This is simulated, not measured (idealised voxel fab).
You're looking at the process module voxel wiring stack.
Section shown: cut. Width: 230 nm. Cell size: 5 nm, square.
Square cells in a grid make up a cross-section in this document, and the grid is given as bands, listed from the top down, each one or more rows of cells.
Each band's line starts with the height of the band's top and of its bottom, in nm. Then come its materials from left to right, each with its width in nm. One material with "edge to edge" fills the band from edge to edge. "blank" is empty space.
For the purposes of this specification, 0 denotes the height below which the wafer in its as-received condition is composed wholly of one material, and the lowermost band, lacking a lower limit, extends downward without end, as expressed in "0 and below".
You'd read "30->40" like this: the band's top row of cells is as wide as the first number, its bottom row is as wide as the second, and going down, every row changes width by the same amount as the row before did.
The cross-section has no changed cell in any step marked "no change occurred".
Listed in "Fully sealed cavities": every empty space of 8 or more cells without an open way to the top. Form: width x height at distance, the distance being from the left edge, all in nm.
What comes after the settings on a step's line is commentary from the simulator itself on that step.
You can add "overlay nm" to a step's line. For a step with a mask, it describes how far the mask lay to the right of its planned position, and a negative number describes a lay to the left.

## The following list gives the planned process steps
step 1: RECEIVE,material Si
step 2: CONFORMAL_DEP,material SiO2,thk nm 10
step 3: DIRECTIONAL_DEP,material TiN,thk nm 5
step 4: DIRECTIONAL_DEP,material Ru,thk nm 25
step 5: PATTERN,tone cover,mask id METAL_1,material resist,width nm 20,pitch nm 35,thk nm 15,overlay nm 0
step 6: DIRECTIONAL_ETCH,etch materials Ru,depth nm 25
step 7: DIRECTIONAL_ETCH,etch materials TiN,depth nm 5
step 8: STRIP,etch materials resist
step 9: CONFORMAL_DEP,material SiCN,thk nm 5
step 10: FILL_DEP,material SiO2,thk nm 10
step 11: CMP,height nm 40
step 12: CONFORMAL_DEP,material SiCN,thk nm 5
step 13: DIRECTIONAL_DEP,material SiO2,thk nm 20
step 14: MASKED_ETCH,tone open,mask id PLUG_1,width nm 15,pitch nm 70,etch materials SiO2,depth nm 20,overlay nm 0
step 15: MASKED_ETCH,tone open,mask id PLUG_1,width nm 15,pitch nm 70,etch materials SiCN,depth nm 5,overlay nm 0
step 16: EPI,material Ru,thk nm 10
step 17: EPI,material Ru,thk nm 10
step 18: EPI,material Ru,thk nm 5
step 19: CONFORMAL_DEP,material SiCN,thk nm 5
step 20: DIRECTIONAL_DEP,material SiO2,thk nm 15
step 21: DIRECTIONAL_DEP,material aC,thk nm 10
step 22: PATTERN,tone open,mask id METAL_2,material resist,width nm 20,pitch nm 35,thk nm 25,overlay nm 0
step 23: DIRECTIONAL_ETCH,etch materials aC,depth nm 10
step 24: STRIP,etch materials resist
step 25: DIRECTIONAL_ETCH,etch materials SiO2,depth nm 15
step 26: DIRECTIONAL_ETCH,etch materials SiCN,depth nm 5
step 27: STRIP,etch materials aC
step 28: CONFORMAL_DEP,material TiN,thk nm 5
step 29: FILL_DEP,material Ru,thk nm 10
step 30: CMP,height nm 85
step 31: CONFORMAL_DEP,material SiCN,thk nm 5
step 32: DIRECTIONAL_DEP,material SiO2,thk nm 20
step 33: PATTERN,tone open,mask id PLUG_2,material resist,width nm 15,pitch nm 70,thk nm 20,overlay nm 0
step 34: DIRECTIONAL_ETCH,etch materials SiO2,depth nm 20
step 35: DIRECTIONAL_ETCH,etch materials SiCN,depth nm 5
step 36: STRIP,etch materials resist
step 37: CONFORMAL_DEP,material TiN,thk nm 5
step 38: FILL_DEP,material Ru,thk nm 5
step 39: CMP,height nm 110
step 40: CONFORMAL_DEP,material SiN,thk nm 5
step 41: DIRECTIONAL_DEP,material lowk,thk nm 20
step 42: PATTERN,tone open,mask id METAL_3,material resist,width nm 20,pitch nm 35,thk nm 15,overlay nm 0
step 43: DIRECTIONAL_ETCH,etch materials lowk,depth nm 20
step 44: DIRECTIONAL_ETCH,etch materials SiN,depth nm 5
step 45: STRIP,etch materials resist
step 46: CONFORMAL_DEP,material TiN,thk nm 5
step 47: FILL_DEP,material Cu,thk nm 5
step 48: CMP,height nm 135
step 49: CONFORMAL_DEP,material SiCN,thk nm 5
step 50: DIRECTIONAL_DEP,material lowk,thk nm 25
step 51: MASKED_ETCH,tone open,mask id METAL_4_HOLES,width nm 15,pitch nm 35,etch materials lowk,depth nm 25,overlay nm 0
step 52: MASKED_ETCH,tone open,mask id METAL_4,width nm 20,pitch nm 35,etch materials lowk,depth nm 15,overlay nm 0
step 53: MASKED_ETCH,tone open,mask id METAL_4,width nm 20,pitch nm 35,etch materials SiCN,depth nm 5,overlay nm 0
step 54: CONFORMAL_DEP,material TiN,thk nm 5
step 55: FILL_DEP,material Cu,thk nm 10
step 56: CMP,height nm 165
step 57: CONFORMAL_DEP,material SiCN,thk nm 5

## The cross-section here shows the wafer as received, i.e. in its state after step 1
  0 and below  Si edge to edge
  Fully sealed cavities: none

## Starting wafer: above. Plan: above. Run: one mistake. Cross-section after the module: below
  170 down to 165  SiCN edge to edge
  165 down to 155  50 of lowk; 5 of TiN; 15 of Cu; 5 of TiN; 10 of lowk; 5 of TiN; 15 of Cu; 5 of TiN; 10 of lowk; 5 of TiN; 15 of Cu; 5 of TiN; 10 of lowk; 5 of TiN; 15 of Cu; 5 of TiN; 50 of lowk
  155 down to 145  50->60 of lowk; 15->5 of TiN; 5 of Cu; 5 of TiN; 10->20 of lowk; 15->5 of TiN; 5 of Cu; 5 of TiN; 10->20 of lowk; 15->5 of TiN; 5 of Cu; 5 of TiN; 10->20 of lowk; 15->5 of TiN; 5 of Cu; 5 of TiN; 50 of lowk
  145 down to 140  60 of lowk; 15 of TiN; 20 of lowk; 15 of TiN; 20 of lowk; 15 of TiN; 20 of lowk; 15 of TiN; 50 of lowk
  140 down to 135  60 of SiCN; 10 of TiN; 25 of SiCN; 10 of TiN; 25 of SiCN; 10 of TiN; 25 of SiCN; 10 of TiN; 55 of SiCN
  135 down to 115  50 of lowk; 5 of TiN; 10 of Cu; 5 of TiN; 15 of lowk; 5 of TiN; 10 of Cu; 5 of TiN; 15 of lowk; 5 of TiN; 10 of Cu; 5 of TiN; 15 of lowk; 5 of TiN; 10 of Cu; 5 of TiN; 55 of lowk
  115 down to 110  50 of SiN; 20 of TiN; 15 of SiN; 20 of TiN; 15 of SiN; 20 of TiN; 15 of SiN; 20 of TiN; 55 of SiN
  110 down to 90  50 of SiO2; 5 of TiN; 5 of Ru; 5 of TiN; 55 of SiO2; 5 of TiN; 5 of Ru; 5 of TiN; 95 of SiO2
  90 down to 85  50 of SiCN; 15 of TiN; 55 of SiCN; 15 of TiN; 95 of SiCN
  85 down to 70  50 of SiO2; 5 of TiN; 10 of Ru; 5 of TiN; 15 of SiO2; 5 of TiN; 10 of Ru; 5 of TiN; 15 of SiO2; 5 of TiN; 10 of Ru; 5 of TiN; 15 of SiO2; 5 of TiN; 10 of Ru; 5 of TiN; 55 of SiO2
  70 down to 65  50 of SiCN; 20 of TiN; 15 of SiCN; 20 of TiN; 15 of SiCN; 20 of TiN; 15 of SiCN; 20 of TiN; 55 of SiCN
  65 down to 45  50 of SiO2; 15 of Ru; 55 of SiO2; 15 of Ru; 95 of SiO2
  45 down to 40  50 of SiCN; 15 of Ru; 55 of SiCN; 15 of Ru; 95 of SiCN
  40 down to 15  45 of SiO2; 5 of SiCN; 20 of Ru; 5 of SiCN; 5 of SiO2; 5 of SiCN; 20 of Ru; 5 of SiCN; 5 of SiO2; 5 of SiCN; 20 of Ru; 5 of SiCN; 5 of SiO2; 5 of SiCN; 20 of Ru; 5 of SiCN; 50 of SiO2
  15 down to 10  50 of SiCN; 20 of TiN; 15 of SiCN; 20 of TiN; 15 of SiCN; 20 of TiN; 15 of SiCN; 20 of TiN; 55 of SiCN
  10 down to 0  SiO2 edge to edge
  0 and below  Si edge to edge
  Fully sealed cavities: none
Where did the run depart from the plan? it should be noted that step 51 was executed with settings other than those planned, the operation and settings actually applied being MASKED_ETCH,tone open,mask id METAL_4_HOLES,width nm 15,pitch nm 35,etch materials lowk,depth nm 25,overlay nm 10
